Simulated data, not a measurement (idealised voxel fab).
The name of this process module is voxel quadruple lines.
The width of the displayed cross-section, cut, is 205 nm; its cells are square, with a size of 5 nm.
Notation: cross-section as square-cell grid; stated in bands, top first, going down; one or more cell rows per band. Band: top height; bottom height; in nm. Then, left to right: material with width in nm, for each material. "everywhere": a single material spanning edge to edge. "blank": empty space. Height is counted from the level 0, under which the received wafer is composed throughout of one material. The lowest of the bands is not closed at the bottom but continues downward, in the notation "z 0 and below". Quick explanation for "30 to 40": the width changes in equal steps down the rows of cells, from the first number in the band's top row to the second number in its bottom row. The cross-section has no changed cell in any step marked "remained the same". Basically, "Closed void roster" tells you about the enclosed voids: empty spaces with no open way to the top, 8 cells or bigger, each written width x height at distance, where distance is from the left edge, all in nm. Note: text after step settings on the step line = simulator remark on that step. overlay nm: on a step with a mask, how far right of its planned place the mask lay; negative means left.

### This section lists the process steps that were planned
1: RECEIVE [material Si]
2: CONFORMAL_DEP [material Al2O3] [thk nm 5]
3: DIRECTIONAL_DEP [material Ru] [thk nm 15]
4: DIRECTIONAL_DEP [material polySi] [thk nm 15]
5: DIRECTIONAL_DEP [material aC] [thk nm 25]
6: PATTERN [tone cover] [mask id MANDREL] [material resist] [width nm 30] [thk nm 30] [overlay nm 0]
7: DIRECTIONAL_ETCH [etch materials aC] [depth nm 25]
8: STRIP [etch materials resist]
9: CONFORMAL_DEP [material SiO2] [thk nm 10]
10: DIRECTIONAL_ETCH [etch materials SiO2] [depth nm 10]
11: STRIP [etch materials aC]
12: DIRECTIONAL_ETCH [etch materials polySi] [depth nm 15]
13: STRIP [etch materials SiO2]
14: CONFORMAL_DEP [material SiCN] [thk nm 10]
15: DIRECTIONAL_ETCH [etch materials SiCN] [depth nm 10]
16: STRIP [etch materials polySi]
17: DIRECTIONAL_ETCH [etch materials Ru] [depth nm 15]
18: STRIP [etch materials SiCN]
19: FILL_DEP [material lowk] [thk nm 10]
20: CMP [height nm 20]

### Delivered wafer in cross-section: state after step 1
    z 0 and below  Si everywhere
    Closed void roster: none

### The cross-section shown corresponds to the wafer at the conclusion of the module. The initial structure and the process plan are those presented above; however, one mistake occurred in executing the plan
    z 20 to 5  lowk (65)  Ru (10)  lowk (50)  Ru (10)  lowk (70)
    z 5 to 0  Al2O3 everywhere
    z 0 and below  Si everywhere
    Closed void roster: none
Error vs. plan: steps 11 and 12 run out of order (swapped)
